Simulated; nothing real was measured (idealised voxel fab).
Title: Process Module voxel spacer lines
285 nm wide, 5 nm square cells: that's cross-section cut.
We lay out every cross-section as a grid of square cells and spell it out in bands from the top down, where one band means one or more rows of cells. In this notation a band is specified by the heights of its top and bottom, in that order and in nm, after which its materials appear from left to right, each paired with its width in nm. The word "everywhere" attached to a single material means that material fills the band from edge to edge; the word "blank" stands for empty space. Basically, 0 is our baseline, since under it the wafer straight out of the box is all one material. The bottom band has no lower end and keeps on going down, so it looks like "0 nm and below". Think of "30..40" as a width that walks from the first number to the second as you go down the band, top row to bottom row, taking equal-sized steps from row to row. You'll sometimes find "nothing changed" written for a step, and that's the way of saying that nowhere in the cross-section did a cell change during that step. In "Fully sealed voids" the enclosed voids are listed, meaning empty spaces of 8 cells or larger without any opening to the top. The form is width x height at distance, distance from the left edge, units nm. Note: text after step settings on the step line = simulator remark on that step. overlay nm: how far to the right of its planned place the mask lay on this masked step (negative: to the left).

# Process steps - plan
| 1 | RECEIVE | material Si |
| 2 | CONFORMAL_DEP | material Al2O3 | thk nm 10 |
| 3 | DIRECTIONAL_DEP | material W | thk nm 10 |
| 4 | DIRECTIONAL_DEP | material polySi | thk nm 30 |
| 5 | PATTERN | tone cover | mask id MANDREL | material resist | width nm 20 | pitch nm 60 | thk nm 40 | overlay nm 0 |
| 6 | DIRECTIONAL_ETCH | etch materials polySi | depth nm 30 |
| 7 | STRIP | etch materials resist |
| 8 | CONFORMAL_DEP | material SiO2 | thk nm 10 |
| 9 | DIRECTIONAL_ETCH | etch materials SiO2 | depth nm 10 |
| 10 | STRIP | etch materials polySi |
| 11 | DIRECTIONAL_ETCH | etch materials W | depth nm 10 |
| 12 | STRIP | etch materials SiO2 |

# Step 1 complete: cross-section of the wafer as received
  0 nm and below = Si everywhere
  Fully sealed voids: none

# Cross-section at module end, one run error; start and plan unchanged from above
  20 nm to 10 nm = blank (100) / W (10) / blank (20) / W (10) / blank (20) / W (10) / blank (20) / W (10) / blank (85)
  10 nm to 0 nm = Al2O3 everywhere
  0 nm and below = Si everywhere
  Fully sealed voids: none
what went wrong: contrary to plan, step 5 was performed as PATTERN | tone cover | mask id MANDREL | material resist | width nm 20 | pitch nm 60 | thk nm 40 | overlay nm 10
